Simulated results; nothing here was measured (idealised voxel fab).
Name of the process module below: voxel self aligned vias
Cross-section cut: width 155 nm, square cells of 5 nm.
Each cross-section below is a grid of square cells, stated as bands in top-down order, with one or more rows of cells making up each band. Each band's line starts with the height of the band's top and of its bottom, in nm. Then come its materials from left to right, each with its width in nm. One material with "full width" fills the band from edge to edge. "empty" is empty space. Heights are measured from 0, the level below which the as-received wafer is all one material; the lowest band has no bottom and continues downward, written as in "0 down". Think of "30..40" as a width that walks from the first number to the second as you go down the band, top row to bottom row, taking equal-sized steps from row to row. What does "nothing altered" mean for a step? It means no cell of the cross-section changed in that step. Empty spaces counting at least 8 cells and having no open way to the top are listed in "Closed void table". The notation width x height at distance is used for each, the distance being from the left edge and all three values in nm. Past the settings on a step's line: simulator remark, on that step. Regarding "overlay nm": on a step with a mask, it is the distance the mask lay to the right of its planned place; a negative value places it to the left.

This section lists the process steps that were planned
| 1 | RECEIVE [material Si] |
| 2 | CONFORMAL_DEP [material SiO2] [thk nm 10] |
| 3 | CONFORMAL_DEP [material SiCN] [thk nm 5] |
| 4 | DIRECTIONAL_DEP [material lowk] [thk nm 30] |
| 5 | MASKED_ETCH [tone open] [mask id LINES] [width nm 30] [pitch nm 65] [etch materials lowk] [depth nm 30] [overlay nm -15] |
| 6 | CONFORMAL_DEP [material TiN] [thk nm 5] |
| 7 | FILL_DEP [material Ru] [thk nm 10] |
| 8 | CMP [height nm 45] |
| 9 | SELECTIVE_ETCH [etch materials W Ru TiN] [depth nm 5] |
| 10 | FILL_DEP [material SiN] [thk nm 10] |
| 11 | CMP [height nm 45] |
| 12 | DIRECTIONAL_DEP [material lowk] [thk nm 15] |
| 13 | PATTERN [tone open] [mask id VIAS] [material resist] [width nm 50] [thk nm 15] [overlay nm 0] |
| 14 | DIRECTIONAL_ETCH [etch materials lowk] [depth nm 15] |
| 15 | DIRECTIONAL_ETCH [etch materials SiN] [depth nm 5] |
| 16 | STRIP [etch materials resist] |
| 17 | CONFORMAL_DEP [material TiN] [thk nm 5] |
| 18 | FILL_DEP [material Cu] [thk nm 5] |
| 19 | CMP [height nm 60] |
| 20 | CONFORMAL_DEP [material SiCN] [thk nm 5] |
Variable across wafers: step 5 overlay nm (plan value is that of the first wafer; starting state common to all).

Cut through the first of several wafers as received, post step 1
- 0 down  Si full width
- Closed void table: none

Cross-section of the first of several wafers, taken after step 20, where the module ends
- 65 to 60  SiCN full width
- 60 to 50  lowk 20 nm, then TiN 5 nm, then Cu 40 nm, then TiN 5 nm, then lowk 85 nm
- 50 to 45  lowk 20 nm, then TiN 5 nm, then Cu 15 nm, then TiN 30 nm, then lowk 85 nm
- 45 to 40  lowk 15 nm, then SiN 5 nm, then TiN 25 nm, then lowk 35 nm, then SiN 30 nm, then lowk 45 nm
- 40 to 20  lowk 15 nm, then TiN 5 nm, then Ru 20 nm, then TiN 5 nm, then lowk 35 nm, then TiN 5 nm, then Ru 20 nm, then TiN 5 nm, then lowk 45 nm
- 20 to 15  lowk 15 nm, then TiN 30 nm, then lowk 35 nm, then TiN 30 nm, then lowk 45 nm
- 15 to 10  SiCN full width
- 10 to 0  SiO2 full width
- 0 down  Si full width
- Closed void table: none

End of module: cross-section, last of several wafers
- 65 to 60  SiCN full width
- 60 to 50  lowk 20 nm, then TiN 5 nm, then Cu 40 nm, then TiN 5 nm, then lowk 85 nm
- 50 to 45  lowk 20 nm, then TiN 30 nm, then Cu 15 nm, then TiN 5 nm, then lowk 85 nm
- 45 to 40  lowk 45 nm, then TiN 25 nm, then SiN 5 nm, then lowk 35 nm, then SiN 30 nm, then lowk 15 nm
- 40 to 20  lowk 45 nm, then TiN 5 nm, then Ru 20 nm, then TiN 5 nm, then lowk 35 nm, then TiN 5 nm, then Ru 20 nm, then TiN 5 nm, then lowk 15 nm
- 20 to 15  lowk 45 nm, then TiN 30 nm, then lowk 35 nm, then TiN 30 nm, then lowk 15 nm
- 15 to 10  SiCN full width
- 10 to 0  SiO2 full width
- 0 down  Si full width
- Closed void table: none

Gained (+) or lost (-) cells of each material since receipt, then closed voids: one row per wafer, at the end of the module
overlay nm -15; +19 Cu; +32 Ru; +62 SiCN; +7 SiN; +62 SiO2; +44 TiN; +177 lowk; Closed void table: none
overlay nm -10; +20 Cu; +32 Ru; +62 SiCN; +6 SiN; +62 SiO2; +44 TiN; +177 lowk; Closed void table: none
overlay nm -5; +20 Cu; +32 Ru; +62 SiCN; +6 SiN; +62 SiO2; +44 TiN; +177 lowk; Closed void table: none
overlay nm 0; +20 Cu; +32 Ru; +62 SiCN; +6 SiN; +62 SiO2; +44 TiN; +177 lowk; Closed void table: none
overlay nm 5; +20 Cu; +32 Ru; +62 SiCN; +6 SiN; +62 SiO2; +44 TiN; +177 lowk; Closed void table: none
overlay nm 10; +20 Cu; +32 Ru; +62 SiCN; +6 SiN; +62 SiO2; +44 TiN; +177 lowk; Closed void table: none
overlay nm 15; +19 Cu; +32 Ru; +62 SiCN; +7 SiN; +62 SiO2; +44 TiN; +177 lowk; Closed void table: none
